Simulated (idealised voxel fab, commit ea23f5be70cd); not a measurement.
Process module under the name voxel transistor to metal
The width of the displayed cross-section, cut, is 215 nm; its cells are square, with a size of 5 nm.
Throughout this document, each cross-section is represented as a grid of square cells and is presented as a sequence of bands enumerated from the top downward, where a band comprises one or more rows of cells. First you get the band's top height and its bottom height, in nm, and then the materials it's made of, left to right, with each width in nm. If you see a single material with "full width", that one covers the band edge to edge. "air" is empty space. The reference from which all heights are counted is 0, the level beneath which the as-received wafer is entirely one material; the lowest band, having no lower bound, proceeds downward and is written after the example "z 0 and below". A two-number width, for instance "30..40", indicates that the width is equal to the first number in the top row of the band and to the second number in the bottom row, and that it changes by a constant amount per row of cells. Basically "no modifications" means that step didn't change any cell in the cross-section. The list in "Enclosed internal voids" covers empty spaces of 8 cells or more that cannot reach the top through any open way, and it gives each as width x height at distance; the distance is from the left edge, and width, height and distance are in nm. On a step's line, text after the settings is the simulator commenting on that step. "overlay nm", when on a step's line for a step with a mask, measures how far to the right of its planned place the mask lay; a negative measure means to the left.

# Planned process steps
1,op RECEIVE | material Si
2,op OXIDIZE | depth nm 5
3,op CONFORMAL_DEP | material SiN | thk nm 10
4,op DIRECTIONAL_DEP | material aC | thk nm 10
5,op PATTERN | tone cover | mask id ACTIVE | material resist | width nm 120 | thk nm 25 | overlay nm 0
6,op DIRECTIONAL_ETCH | etch materials aC | depth nm 10
7,op STRIP | etch materials resist
8,op DIRECTIONAL_ETCH | etch materials SiN | depth nm 10
9,op DIRECTIONAL_ETCH | etch materials SiO2 | depth nm 5
10,op DIRECTIONAL_ETCH | etch materials Si | depth nm 25
11,op STRIP | etch materials aC
12,op FILL_DEP | material SiO2 | thk nm 15
13,op CMP | height nm 10
14,op SELECTIVE_ETCH | etch materials SiO2 | depth nm 5
15,op STRIP | etch materials SiN
16,op SELECTIVE_ETCH | etch materials SiO2 | depth nm 5
17,op OXIDIZE | depth nm 5
18,op DIRECTIONAL_DEP | material polySi | thk nm 20
19,op DIRECTIONAL_DEP | material SiCN | thk nm 10
20,op MASKED_ETCH | tone cover | mask id GATE | width nm 30 | etch materials SiCN | depth nm 20 | overlay nm 0
21,op MASKED_ETCH | tone cover | mask id GATE | width nm 30 | etch materials polySi | depth nm 30 | overlay nm 0
22,op CONFORMAL_DEP | material SiO2 | thk nm 5
23,op DIRECTIONAL_ETCH | etch materials SiO2 | depth nm 5
24,op CONFORMAL_DEP | material SiN | thk nm 5
25,op DIRECTIONAL_ETCH | etch materials SiN | depth nm 5
26,op DIRECTIONAL_ETCH | etch materials SiO2 | depth nm 5
27,op EPI | material pSi | thk nm 5
28,op FILL_DEP | material SiO2 | thk nm 10
29,op CMP | height nm 15
30,op STRIP | etch materials polySi
31,op SELECTIVE_ETCH | etch materials SiO2 | depth nm 5
32,op CONFORMAL_DEP | material HfO2 | thk nm 5
33,op CONFORMAL_DEP | material TiN | thk nm 5
34,op FILL_DEP | material W | thk nm 10
35,op CMP | height nm 10
36,op DIRECTIONAL_DEP | material SiO2 | thk nm 15
37,op MASKED_ETCH | tone open | mask id CONTACT | width nm 20 | pitch nm 90 | etch materials SiO2 | depth nm 30 | overlay nm 0
38,op CONFORMAL_DEP | material TiN | thk nm 5
39,op FILL_DEP | material W | thk nm 10
40,op CMP | height nm 25
41,op CONFORMAL_DEP | material SiN | thk nm 5
42,op DIRECTIONAL_DEP | material SiO2 | thk nm 20
43,op MASKED_ETCH | tone open | mask id METAL_1 | width nm 20 | pitch nm 90 | etch materials SiO2 | depth nm 20 | overlay nm 0
44,op MASKED_ETCH | tone open | mask id METAL_1 | width nm 20 | pitch nm 90 | etch materials SiN | depth nm 5 | overlay nm 0
45,op CONFORMAL_DEP | material TiN | thk nm 5
46,op FILL_DEP | material Ru | thk nm 5
47,op CMP | height nm 50
48,op CONFORMAL_DEP | material SiCN | thk nm 5

# Run as planned: first of two wafers

# As-received state of the wafer in cross-section, equivalent to post-step 1
    z 0 and below  Si full width
    Enclosed internal voids: none

# So this is the wafer cross-section right after step 2
    z 0 to -5  SiO2 full width
    Below -5, no change.

# So this is the wafer cross-section right after step 3
    z 10 to 0  SiN full width
    Below 0, no change.

# So this is the wafer cross-section right after step 4
    z 20 to 10  aC full width
    Below 10, no change.

# So this is the wafer cross-section right after step 5
    z 45 to 20  air 45 | resist 120 | air 50
    Below 20, no change.

# So this is the wafer cross-section right after step 6
    z 35 to 20  air 45 | resist 120 | air 50
    z 20 to 10  air 45 | aC 120 | air 50
    Below 10, no change.

# So this is the wafer cross-section right after step 7
    z 20 to 10  air 45 | aC 120 | air 50
    Below 10, no change.

# So this is the wafer cross-section right after step 8
    z 20 to 10  air 45 | aC 120 | air 50
    z 10 to 0  air 45 | SiN 120 | air 50
    Below 0, no change.

# So this is the wafer cross-section right after step 9
    z 20 to 10  air 45 | aC 120 | air 50
    z 10 to 0  air 45 | SiN 120 | air 50
    z 0 to -5  air 45 | SiO2 120 | air 50
    Below -5, no change.

# So this is the wafer cross-section right after step 10
    z 20 to 10  air 45 | aC 120 | air 50
    z 10 to 0  air 45 | SiN 120 | air 50
    z 0 to -5  air 45 | SiO2 120 | air 50
    z -5 to -30  air 45 | Si 120 | air 50
    Below -30, no change.

# So this is the wafer cross-section right after step 11
    z 10 to 0  air 45 | SiN 120 | air 50
    Below 0, no change.

# So this is the wafer cross-section right after step 12
    z 25 to 10  SiO2 full width
    z 10 to 0  SiO2 45 | SiN 120 | SiO2 50
    z 0 to -5  SiO2 full width
    z -5 to -30  SiO2 45 | Si 120 | SiO2 50
    Below -30, no change.

# So this is the wafer cross-section right after step 13
    z 10 to 0  SiO2 45 | SiN 120 | SiO2 50
    Below 0, no change.

# So this is the wafer cross-section right after step 14
    z 10 to 5  air 45 | SiN 120 | air 50
    Below 5, no change.

# So this is the wafer cross-section right after step 15
    z 5 to 0  SiO2 45 | air 120 | SiO2 50
    Below 0, no change.

# So this is the wafer cross-section right after step 16
    z 0 to -5  SiO2 40 | air 130 | SiO2 45
    Below -5, no change.

# So this is the wafer cross-section right after step 17
    z 0 to -5  SiO2 40 | air 130 | SiO2 45
    z -5 to -10  SiO2 full width
    Below -10, no change.

# So this is the wafer cross-section right after step 18
    z 20 to 15  polySi 40 | air 130 | polySi 45
    z 15 to 0  polySi full width
    z 0 to -5  SiO2 40 | polySi 130 | SiO2 45
    Below -5, no change.

# So this is the wafer cross-section right after step 19
    z 30 to 25  SiCN 40 | air 130 | SiCN 45
    z 25 to 20  SiCN full width
    z 20 to 15  polySi 40 | SiCN 130 | polySi 45
    Below 15, no change.

# So this is the wafer cross-section right after step 20
    z 25 to 20  air 90 | SiCN 30 | air 95
    z 20 to 15  polySi 40 | air 50 | SiCN 30 | air 50 | polySi 45
    Below 15, no change.

# So this is the wafer cross-section right after step 21
    z 25 to 15  air 90 | SiCN 30 | air 95
    z 15 to 0  air 90 | polySi 30 | air 95
    z 0 to -5  SiO2 40 | air 50 | polySi 30 | air 50 | SiO2 45
    Below -5, no change.

# So this is the wafer cross-section right after step 22
    z 30 to 25  air 85 | SiO2 40 | air 90
    z 25 to 15  air 85 | SiO2 5 | SiCN 30 | SiO2 5 | air 90
    z 15 to 5  air 85 | SiO2 5 | polySi 30 | SiO2 5 | air 90
    z 5 to 0  SiO2 45 | air 40 | SiO2 5 | polySi 30 | SiO2 5 | air 40 | SiO2 50
    z 0 to -5  SiO2 90 | polySi 30 | SiO2 95
    Below -5, no change.

# So this is the wafer cross-section right after step 23
    z 25 to 15  air 85 | SiO2 5 | SiCN 30 | SiO2 5 | air 90
    z 15 to 0  air 85 | SiO2 5 | polySi 30 | SiO2 5 | air 90
    z 0 to -5  SiO2 45 | air 40 | SiO2 5 | polySi 30 | SiO2 5 | air 40 | SiO2 50
    Below -5, no change.

# So this is the wafer cross-section right after step 24
    z 30 to 25  air 80 | SiN 50 | air 85
    z 25 to 15  air 80 | SiN 5 | SiO2 5 | SiCN 30 | SiO2 5 | SiN 5 | air 85
    z 15 to 5  air 80 | SiN 5 | SiO2 5 | polySi 30 | SiO2 5 | SiN 5 | air 85
    z 5 to 0  SiN 50 | air 30 | SiN 5 | SiO2 5 | polySi 30 | SiO2 5 | SiN 5 | air 30 | SiN 55
    z 0 to -5  SiO2 45 | SiN 40 | SiO2 5 | polySi 30 | SiO2 5 | SiN 40 | SiO2 50
    Below -5, no change.

# So this is the wafer cross-section right after step 25
    z 25 to 15  air 80 | SiN 5 | SiO2 5 | SiCN 30 | SiO2 5 | SiN 5 | air 85
    z 15 to 0  air 80 | SiN 5 | SiO2 5 | polySi 30 | SiO2 5 | SiN 5 | air 85
    z 0 to -5  SiO2 45 | SiN 5 | air 30 | SiN 5 | SiO2 5 | polySi 30 | SiO2 5 | SiN 5 | air 30 | SiN 5 | SiO2 50
    Below -5, no change.

# So this is the wafer cross-section right after step 26
    z 25 to 20  air 80 | SiN 5 | air 5 | SiCN 30 | air 5 | SiN 5 | air 85
    z 20 to 15  air 80 | SiN 5 | SiO2 5 | SiCN 30 | SiO2 5 | SiN 5 | air 85
    z 15 to 0  air 80 | SiN 5 | SiO2 5 | polySi 30 | SiO2 5 | SiN 5 | air 85
    z 0 to -5  air 45 | SiN 5 | air 30 | SiN 5 | SiO2 5 | polySi 30 | SiO2 5 | SiN 5 | air 30 | SiN 5 | air 50
    z -5 to -10  SiO2 50 | air 30 | SiO2 50 | air 30 | SiO2 55
    Below -10, no change.

# So this is the wafer cross-section right after step 27
    z 25 to 20  air 80 | SiN 5 | air 5 | SiCN 30 | air 5 | SiN 5 | air 85
    z 20 to 15  air 80 | SiN 5 | SiO2 5 | SiCN 30 | SiO2 5 | SiN 5 | air 85
    z 15 to 0  air 80 | SiN 5 | SiO2 5 | polySi 30 | SiO2 5 | SiN 5 | air 85
    z 0 to -5  air 45 | SiN 5 | air 30 | SiN 5 | SiO2 5 | polySi 30 | SiO2 5 | SiN 5 | air 30 | SiN 5 | air 50
    z -5 to -10  SiO2 50 | pSi 30 | SiO2 50 | pSi 30 | SiO2 55
    Below -10, no change.

# So this is the wafer cross-section right after step 28
    z 35 to 25  SiO2 full width
    z 25 to 15  SiO2 80 | SiN 5 | SiO2 5 | SiCN 30 | SiO2 5 | SiN 5 | SiO2 85
    z 15 to 0  SiO2 80 | SiN 5 | SiO2 5 | polySi 30 | SiO2 5 | SiN 5 | SiO2 85
    z 0 to -5  SiO2 45 | SiN 5 | SiO2 30 | SiN 5 | SiO2 5 | polySi 30 | SiO2 5 | SiN 5 | SiO2 30 | SiN 5 | SiO2 50
    Below -5, no change.

# So this is the wafer cross-section right after step 29
    z 15 to 0  SiO2 80 | SiN 5 | SiO2 5 | polySi 30 | SiO2 5 | SiN 5 | SiO2 85
    Below 0, no change.

# So this is the wafer cross-section right after step 30
    z 15 to 0  SiO2 80 | SiN 5 | SiO2 5 | air 30 | SiO2 5 | SiN 5 | SiO2 85
    z 0 to -5  SiO2 45 | SiN 5 | SiO2 30 | SiN 5 | SiO2 5 | air 30 | SiO2 5 | SiN 5 | SiO2 30 | SiN 5 | SiO2 50
    Below -5, no change.

# So this is the wafer cross-section right after step 31
    z 15 to 10  air 80 | SiN 5 | air 40 | SiN 5 | air 85
    z 10 to 0  SiO2 80 | SiN 5 | air 40 | SiN 5 | SiO2 85
    z 0 to -5  SiO2 45 | SiN 5 | SiO2 30 | SiN 5 | air 40 | SiN 5 | SiO2 30 | SiN 5 | SiO2 50
    z -5 to -10  SiO2 50 | pSi 30 | SiO2 5 | air 40 | SiO2 5 | pSi 30 | SiO2 55
    Below -10, no change.

# So this is the wafer cross-section right after step 32
    z 20 to 15  air 75 | HfO2 15 | air 30 | HfO2 15 | air 80
    z 15 to 10  HfO2 80 | SiN 5 | HfO2 5 | air 30 | HfO2 5 | SiN 5 | HfO2 85
    z 10 to 0  SiO2 80 | SiN 5 | HfO2 5 | air 30 | HfO2 5 | SiN 5 | SiO2 85
    z 0 to -5  SiO2 45 | SiN 5 | SiO2 30 | SiN 5 | HfO2 5 | air 30 | HfO2 5 | SiN 5 | SiO2 30 | SiN 5 | SiO2 50
    z -5 to -10  SiO2 50 | pSi 30 | SiO2 5 | HfO2 40 | SiO2 5 | pSi 30 | SiO2 55
    Below -10, no change.

# So this is the wafer cross-section right after step 33
    z 25 to 20  air 70 | TiN 25 | air 20 | TiN 25 | air 75
    z 20 to 15  TiN 75 | HfO2 15 | TiN 5 | air 20 | TiN 5 | HfO2 15 | TiN 80
    z 15 to 10  HfO2 80 | SiN 5 | HfO2 5 | TiN 5 | air 20 | TiN 5 | HfO2 5 | SiN 5 | HfO2 85
    z 10 to 0  SiO2 80 | SiN 5 | HfO2 5 | TiN 5 | air 20 | TiN 5 | HfO2 5 | SiN 5 | SiO2 85
    z 0 to -5  SiO2 45 | SiN 5 | SiO2 30 | SiN 5 | HfO2 5 | TiN 30 | HfO2 5 | SiN 5 | SiO2 30 | SiN 5 | SiO2 50
    Below -5, no change.

# So this is the wafer cross-section right after step 34
    z 35 to 25  W full width
    z 25 to 20  W 70 | TiN 25 | W 20 | TiN 25 | W 75
    z 20 to 15  TiN 75 | HfO2 15 | TiN 5 | W 20 | TiN 5 | HfO2 15 | TiN 80
    z 15 to 10  HfO2 80 | SiN 5 | HfO2 5 | TiN 5 | W 20 | TiN 5 | HfO2 5 | SiN 5 | HfO2 85
    z 10 to 0  SiO2 80 | SiN 5 | HfO2 5 | TiN 5 | W 20 | TiN 5 | HfO2 5 | SiN 5 | SiO2 85
    Below 0, no change.

# So this is the wafer cross-section right after step 35
    z 10 to 0  SiO2 80 | SiN 5 | HfO2 5 | TiN 5 | W 20 | TiN 5 | HfO2 5 | SiN 5 | SiO2 85
    Below 0, no change.

# So this is the wafer cross-section right after step 36
    z 25 to 10  SiO2 full width
    Below 10, no change.

# So this is the wafer cross-section right after step 37
    z 25 to 10  SiO2 50 | air 20 | SiO2 70 | air 20 | SiO2 55
    z 10 to 0  SiO2 50 | air 20 | SiO2 10 | SiN 5 | HfO2 5 | TiN 5 | W 20 | TiN 5 | HfO2 5 | SiN 5 | SiO2 10 | air 20 | SiO2 55
    z 0 to -5  SiO2 45 | SiN 5 | air 20 | SiO2 10 | SiN 5 | HfO2 5 | TiN 30 | HfO2 5 | SiN 5 | SiO2 10 | air 20 | SiN 5 | SiO2 50
    Below -5, no change.

# So this is the wafer cross-section right after step 38
    z 30 to 25  TiN 55 | air 10 | TiN 80 | air 10 | TiN 60
    z 25 to 10  SiO2 50 | TiN 5 | air 10 | TiN 5 | SiO2 70 | TiN 5 | air 10 | TiN 5 | SiO2 55
    z 10 to 0  SiO2 50 | TiN 5 | air 10 | TiN 5 | SiO2 10 | SiN 5 | HfO2 5 | TiN 5 | W 20 | TiN 5 | HfO2 5 | SiN 5 | SiO2 10 | TiN 5 | air 10 | TiN 5 | SiO2 55
    z 0 to -5  SiO2 45 | SiN 5 | TiN 20 | SiO2 10 | SiN 5 | HfO2 5 | TiN 30 | HfO2 5 | SiN 5 | SiO2 10 | TiN 20 | SiN 5 | SiO2 50
    Below -5, no change.

# So this is the wafer cross-section right after step 39
    z 40 to 30  W full width
    z 30 to 25  TiN 55 | W 10 | TiN 80 | W 10 | TiN 60
    z 25 to 10  SiO2 50 | TiN 5 | W 10 | TiN 5 | SiO2 70 | TiN 5 | W 10 | TiN 5 | SiO2 55
    z 10 to 0  SiO2 50 | TiN 5 | W 10 | TiN 5 | SiO2 10 | SiN 5 | HfO2 5 | TiN 5 | W 20 | TiN 5 | HfO2 5 | SiN 5 | SiO2 10 | TiN 5 | W 10 | TiN 5 | SiO2 55
    Below 0, no change.

# So this is the wafer cross-section right after step 40
    z 25 to 10  SiO2 50 | TiN 5 | W 10 | TiN 5 | SiO2 70 | TiN 5 | W 10 | TiN 5 | SiO2 55
    Below 10, no change.

# So this is the wafer cross-section right after step 41
    z 30 to 25  SiN full width
    Below 25, no change.

# So this is the wafer cross-section right after step 42
    z 50 to 30  SiO2 full width
    Below 30, no change.

# So this is the wafer cross-section right after step 43
    z 50 to 30  SiO2 50 | air 20 | SiO2 70 | air 20 | SiO2 55
    Below 30, no change.

# So this is the wafer cross-section right after step 44
    z 50 to 30  SiO2 50 | air 20 | SiO2 70 | air 20 | SiO2 55
    z 30 to 25  SiN 50 | air 20 | SiN 70 | air 20 | SiN 55
    Below 25, no change.

# So this is the wafer cross-section right after step 45
    z 55 to 50  TiN 55 | air 10 | TiN 80 | air 10 | TiN 60
    z 50 to 30  SiO2 50 | TiN 5 | air 10 | TiN 5 | SiO2 70 | TiN 5 | air 10 | TiN 5 | SiO2 55
    z 30 to 25  SiN 50 | TiN 20 | SiN 70 | TiN 20 | SiN 55
    Below 25, no change.

# So this is the wafer cross-section right after step 46
    z 60 to 55  Ru full width
    z 55 to 50  TiN 55 | Ru 10 | TiN 80 | Ru 10 | TiN 60
    z 50 to 30  SiO2 50 | TiN 5 | Ru 10 | TiN 5 | SiO2 70 | TiN 5 | Ru 10 | TiN 5 | SiO2 55
    Below 30, no change.

# So this is the wafer cross-section right after step 47
    z 50 to 30  SiO2 50 | TiN 5 | Ru 10 | TiN 5 | SiO2 70 | TiN 5 | Ru 10 | TiN 5 | SiO2 55
    Below 30, no change.

# So this is the wafer cross-section right after step 48
    z 55 to 50  SiCN full width
    Below 50, no change.

# Companion wafer, the second of two: same beginning, same intended sequence, one mistake in carrying it out; through step 9 inclusive it tracks the first exactly

# Second wafer, cut view, end of step 10 per plan
    z 20 to 10  air 45 | aC 120 | air 50
    z 10 to 0  air 45 | SiN 120 | air 50
    z 0 to -5  air 45 | SiO2 120 | air 50
    z -5 to -55  air 45 | Si 120 | air 50
    Below -55, no change.

# Second wafer, cut view, end of step 11 per plan
    z 10 to 0  air 45 | SiN 120 | air 50
    Below 0, no change.

# Second wafer, cut view, end of step 12 per plan
    z 25 to 10  SiO2 full width
    z 10 to 0  SiO2 45 | SiN 120 | SiO2 50
    z 0 to -5  SiO2 full width
    z -5 to -55  SiO2 45 | Si 120 | SiO2 50
    Below -55, no change.

# Second wafer, cut view, end of step 13 per plan
    z 10 to 0  SiO2 45 | SiN 120 | SiO2 50
    Below 0, no change.

# Second wafer, cut view, end of step 14 per plan
    z 10 to 5  air 45 | SiN 120 | air 50
    Below 5, no change.

# Second wafer, cut view, end of step 15 per plan
    z 5 to 0  SiO2 45 | air 120 | SiO2 50
    Below 0, no change.

# Second wafer, cut view, end of step 16 per plan
    z 0 to -5  SiO2 40 | air 130 | SiO2 45
    Below -5, no change.

# Second wafer, cut view, end of step 17 per plan
    z 0 to -5  SiO2 40 | air 130 | SiO2 45
    z -5 to -10  SiO2 full width
    Below -10, no change.

# Second wafer, cut view, end of step 18 per plan
    z 20 to 15  polySi 40 | air 130 | polySi 45
    z 15 to 0  polySi full width
    z 0 to -5  SiO2 40 | polySi 130 | SiO2 45
    Below -5, no change.

# Second wafer, cut view, end of step 19 per plan
    z 30 to 25  SiCN 40 | air 130 | SiCN 45
    z 25 to 20  SiCN full width
    z 20 to 15  polySi 40 | SiCN 130 | polySi 45
    Below 15, no change.

# Second wafer, cut view, end of step 20 per plan
    z 25 to 20  air 90 | SiCN 30 | air 95
    z 20 to 15  polySi 40 | air 50 | SiCN 30 | air 50 | polySi 45
    Below 15, no change.

# Second wafer, cut view, end of step 21 per plan
    z 25 to 15  air 90 | SiCN 30 | air 95
    z 15 to 0  air 90 | polySi 30 | air 95
    z 0 to -5  SiO2 40 | air 50 | polySi 30 | air 50 | SiO2 45
    Below -5, no change.

# Second wafer, cut view, end of step 22 per plan
    z 30 to 25  air 85 | SiO2 40 | air 90
    z 25 to 15  air 85 | SiO2 5 | SiCN 30 | SiO2 5 | air 90
    z 15 to 5  air 85 | SiO2 5 | polySi 30 | SiO2 5 | air 90
    z 5 to 0  SiO2 45 | air 40 | SiO2 5 | polySi 30 | SiO2 5 | air 40 | SiO2 50
    z 0 to -5  SiO2 90 | polySi 30 | SiO2 95
    Below -5, no change.

# Second wafer, cut view, end of step 23 per plan
    z 25 to 15  air 85 | SiO2 5 | SiCN 30 | SiO2 5 | air 90
    z 15 to 0  air 85 | SiO2 5 | polySi 30 | SiO2 5 | air 90
    z 0 to -5  SiO2 45 | air 40 | SiO2 5 | polySi 30 | SiO2 5 | air 40 | SiO2 50
    Below -5, no change.

# Second wafer, cut view, end of step 24 per plan
    z 30 to 25  air 80 | SiN 50 | air 85
    z 25 to 15  air 80 | SiN 5 | SiO2 5 | SiCN 30 | SiO2 5 | SiN 5 | air 85
    z 15 to 5  air 80 | SiN 5 | SiO2 5 | polySi 30 | SiO2 5 | SiN 5 | air 85
    z 5 to 0  SiN 50 | air 30 | SiN 5 | SiO2 5 | polySi 30 | SiO2 5 | SiN 5 | air 30 | SiN 55
    z 0 to -5  SiO2 45 | SiN 40 | SiO2 5 | polySi 30 | SiO2 5 | SiN 40 | SiO2 50
    Below -5, no change.

# Second wafer, cut view, end of step 25 per plan
    z 25 to 15  air 80 | SiN 5 | SiO2 5 | SiCN 30 | SiO2 5 | SiN 5 | air 85
    z 15 to 0  air 80 | SiN 5 | SiO2 5 | polySi 30 | SiO2 5 | SiN 5 | air 85
    z 0 to -5  SiO2 45 | SiN 5 | air 30 | SiN 5 | SiO2 5 | polySi 30 | SiO2 5 | SiN 5 | air 30 | SiN 5 | SiO2 50
    Below -5, no change.

# Second wafer, cut view, end of step 26 per plan
    z 25 to 20  air 80 | SiN 5 | air 5 | SiCN 30 | air 5 | SiN 5 | air 85
    z 20 to 15  air 80 | SiN 5 | SiO2 5 | SiCN 30 | SiO2 5 | SiN 5 | air 85
    z 15 to 0  air 80 | SiN 5 | SiO2 5 | polySi 30 | SiO2 5 | SiN 5 | air 85
    z 0 to -5  air 45 | SiN 5 | air 30 | SiN 5 | SiO2 5 | polySi 30 | SiO2 5 | SiN 5 | air 30 | SiN 5 | air 50
    z -5 to -10  SiO2 50 | air 30 | SiO2 50 | air 30 | SiO2 55
    Below -10, no change.

# Second wafer, cut view, end of step 27 per plan
    z 25 to 20  air 80 | SiN 5 | air 5 | SiCN 30 | air 5 | SiN 5 | air 85
    z 20 to 15  air 80 | SiN 5 | SiO2 5 | SiCN 30 | SiO2 5 | SiN 5 | air 85
    z 15 to 0  air 80 | SiN 5 | SiO2 5 | polySi 30 | SiO2 5 | SiN 5 | air 85
    z 0 to -5  air 45 | SiN 5 | air 30 | SiN 5 | SiO2 5 | polySi 30 | SiO2 5 | SiN 5 | air 30 | SiN 5 | air 50
    z -5 to -10  SiO2 50 | pSi 30 | SiO2 50 | pSi 30 | SiO2 55
    Below -10, no change.

# Second wafer, cut view, end of step 28 per plan
    z 35 to 25  SiO2 full width
    z 25 to 15  SiO2 80 | SiN 5 | SiO2 5 | SiCN 30 | SiO2 5 | SiN 5 | SiO2 85
    z 15 to 0  SiO2 80 | SiN 5 | SiO2 5 | polySi 30 | SiO2 5 | SiN 5 | SiO2 85
    z 0 to -5  SiO2 45 | SiN 5 | SiO2 30 | SiN 5 | SiO2 5 | polySi 30 | SiO2 5 | SiN 5 | SiO2 30 | SiN 5 | SiO2 50
    Below -5, no change.

# Second wafer, cut view, end of step 29 per plan
    z 15 to 0  SiO2 80 | SiN 5 | SiO2 5 | polySi 30 | SiO2 5 | SiN 5 | SiO2 85
    Below 0, no change.

# Second wafer, cut view, end of step 30 per plan
    z 15 to 0  SiO2 80 | SiN 5 | SiO2 5 | air 30 | SiO2 5 | SiN 5 | SiO2 85
    z 0 to -5  SiO2 45 | SiN 5 | SiO2 30 | SiN 5 | SiO2 5 | air 30 | SiO2 5 | SiN 5 | SiO2 30 | SiN 5 | SiO2 50
    Below -5, no change.

# Second wafer, cut view, end of step 31 per plan
    z 15 to 10  air 80 | SiN 5 | air 40 | SiN 5 | air 85
    z 10 to 0  SiO2 80 | SiN 5 | air 40 | SiN 5 | SiO2 85
    z 0 to -5  SiO2 45 | SiN 5 | SiO2 30 | SiN 5 | air 40 | SiN 5 | SiO2 30 | SiN 5 | SiO2 50
    z -5 to -10  SiO2 50 | pSi 30 | SiO2 5 | air 40 | SiO2 5 | pSi 30 | SiO2 55
    Below -10, no change.

# Second wafer, cut view, end of step 32 per plan
    z 20 to 15  air 75 | HfO2 15 | air 30 | HfO2 15 | air 80
    z 15 to 10  HfO2 80 | SiN 5 | HfO2 5 | air 30 | HfO2 5 | SiN 5 | HfO2 85
    z 10 to 0  SiO2 80 | SiN 5 | HfO2 5 | air 30 | HfO2 5 | SiN 5 | SiO2 85
    z 0 to -5  SiO2 45 | SiN 5 | SiO2 30 | SiN 5 | HfO2 5 | air 30 | HfO2 5 | SiN 5 | SiO2 30 | SiN 5 | SiO2 50
    z -5 to -10  SiO2 50 | pSi 30 | SiO2 5 | HfO2 40 | SiO2 5 | pSi 30 | SiO2 55
    Below -10, no change.

# Second wafer, cut view, end of step 33 per plan
    z 25 to 20  air 70 | TiN 25 | air 20 | TiN 25 | air 75
    z 20 to 15  TiN 75 | HfO2 15 | TiN 5 | air 20 | TiN 5 | HfO2 15 | TiN 80
    z 15 to 10  HfO2 80 | SiN 5 | HfO2 5 | TiN 5 | air 20 | TiN 5 | HfO2 5 | SiN 5 | HfO2 85
    z 10 to 0  SiO2 80 | SiN 5 | HfO2 5 | TiN 5 | air 20 | TiN 5 | HfO2 5 | SiN 5 | SiO2 85
    z 0 to -5  SiO2 45 | SiN 5 | SiO2 30 | SiN 5 | HfO2 5 | TiN 30 | HfO2 5 | SiN 5 | SiO2 30 | SiN 5 | SiO2 50
    Below -5, no change.

# Second wafer, cut view, end of step 34 per plan
    z 35 to 25  W full width
    z 25 to 20  W 70 | TiN 25 | W 20 | TiN 25 | W 75
    z 20 to 15  TiN 75 | HfO2 15 | TiN 5 | W 20 | TiN 5 | HfO2 15 | TiN 80
    z 15 to 10  HfO2 80 | SiN 5 | HfO2 5 | TiN 5 | W 20 | TiN 5 | HfO2 5 | SiN 5 | HfO2 85
    z 10 to 0  SiO2 80 | SiN 5 | HfO2 5 | TiN 5 | W 20 | TiN 5 | HfO2 5 | SiN 5 | SiO2 85
    Below 0, no change.

# Second wafer, cut view, end of step 35 per plan
    z 10 to 0  SiO2 80 | SiN 5 | HfO2 5 | TiN 5 | W 20 | TiN 5 | HfO2 5 | SiN 5 | SiO2 85
    Below 0, no change.

# Second wafer, cut view, end of step 36 per plan
    z 25 to 10  SiO2 full width
    Below 10, no change.

# Second wafer, cut view, end of step 37 per plan
    z 25 to 10  SiO2 50 | air 20 | SiO2 70 | air 20 | SiO2 55
    z 10 to 0  SiO2 50 | air 20 | SiO2 10 | SiN 5 | HfO2 5 | TiN 5 | W 20 | TiN 5 | HfO2 5 | SiN 5 | SiO2 10 | air 20 | SiO2 55
    z 0 to -5  SiO2 45 | SiN 5 | air 20 | SiO2 10 | SiN 5 | HfO2 5 | TiN 30 | HfO2 5 | SiN 5 | SiO2 10 | air 20 | SiN 5 | SiO2 50
    Below -5, no change.

# Second wafer, cut view, end of step 38 per plan
    z 30 to 25  TiN 55 | air 10 | TiN 80 | air 10 | TiN 60
    z 25 to 10  SiO2 50 | TiN 5 | air 10 | TiN 5 | SiO2 70 | TiN 5 | air 10 | TiN 5 | SiO2 55
    z 10 to 0  SiO2 50 | TiN 5 | air 10 | TiN 5 | SiO2 10 | SiN 5 | HfO2 5 | TiN 5 | W 20 | TiN 5 | HfO2 5 | SiN 5 | SiO2 10 | TiN 5 | air 10 | TiN 5 | SiO2 55
    z 0 to -5  SiO2 45 | SiN 5 | TiN 20 | SiO2 10 | SiN 5 | HfO2 5 | TiN 30 | HfO2 5 | SiN 5 | SiO2 10 | TiN 20 | SiN 5 | SiO2 50
    Below -5, no change.

# Second wafer, cut view, end of step 39 per plan
    z 40 to 30  W full width
    z 30 to 25  TiN 55 | W 10 | TiN 80 | W 10 | TiN 60
    z 25 to 10  SiO2 50 | TiN 5 | W 10 | TiN 5 | SiO2 70 | TiN 5 | W 10 | TiN 5 | SiO2 55
    z 10 to 0  SiO2 50 | TiN 5 | W 10 | TiN 5 | SiO2 10 | SiN 5 | HfO2 5 | TiN 5 | W 20 | TiN 5 | HfO2 5 | SiN 5 | SiO2 10 | TiN 5 | W 10 | TiN 5 | SiO2 55
    Below 0, no change.

# Second wafer, cut view, end of step 40 per plan
    z 25 to 10  SiO2 50 | TiN 5 | W 10 | TiN 5 | SiO2 70 | TiN 5 | W 10 | TiN 5 | SiO2 55
    Below 10, no change.

# Second wafer, cut view, end of step 41 per plan
    z 30 to 25  SiN full width
    Below 25, no change.

# Second wafer, cut view, end of step 42 per plan
    z 50 to 30  SiO2 full width
    Below 30, no change.

# Second wafer, cut view, end of step 43 per plan
    z 50 to 30  SiO2 50 | air 20 | SiO2 70 | air 20 | SiO2 55
    Below 30, no change.

# Second wafer, cut view, end of step 44 per plan
    z 50 to 30  SiO2 50 | air 20 | SiO2 70 | air 20 | SiO2 55
    z 30 to 25  SiN 50 | air 20 | SiN 70 | air 20 | SiN 55
    Below 25, no change.

# Second wafer, cut view, end of step 45 per plan
    z 55 to 50  TiN 55 | air 10 | TiN 80 | air 10 | TiN 60
    z 50 to 30  SiO2 50 | TiN 5 | air 10 | TiN 5 | SiO2 70 | TiN 5 | air 10 | TiN 5 | SiO2 55
    z 30 to 25  SiN 50 | TiN 20 | SiN 70 | TiN 20 | SiN 55
    Below 25, no change.

# Second wafer, cut view, end of step 46 per plan
    z 60 to 55  Ru full width
    z 55 to 50  TiN 55 | Ru 10 | TiN 80 | Ru 10 | TiN 60
    z 50 to 30  SiO2 50 | TiN 5 | Ru 10 | TiN 5 | SiO2 70 | TiN 5 | Ru 10 | TiN 5 | SiO2 55
    Below 30, no change.

# Second wafer, cut view, end of step 47 per plan
    z 50 to 30  SiO2 50 | TiN 5 | Ru 10 | TiN 5 | SiO2 70 | TiN 5 | Ru 10 | TiN 5 | SiO2 55
    Below 30, no change.

# Second wafer, cut view, end of step 48 per plan
    z 55 to 50  SiCN full width
    Below 50, no change.
what went wrong: heads up, step 10 of the plan got done twice
Upon completion, the second wafer contains, in terms of cells, a greater or smaller amount of certain materials than the first wafer: 95 fewer of Si, 95 more of SiO2
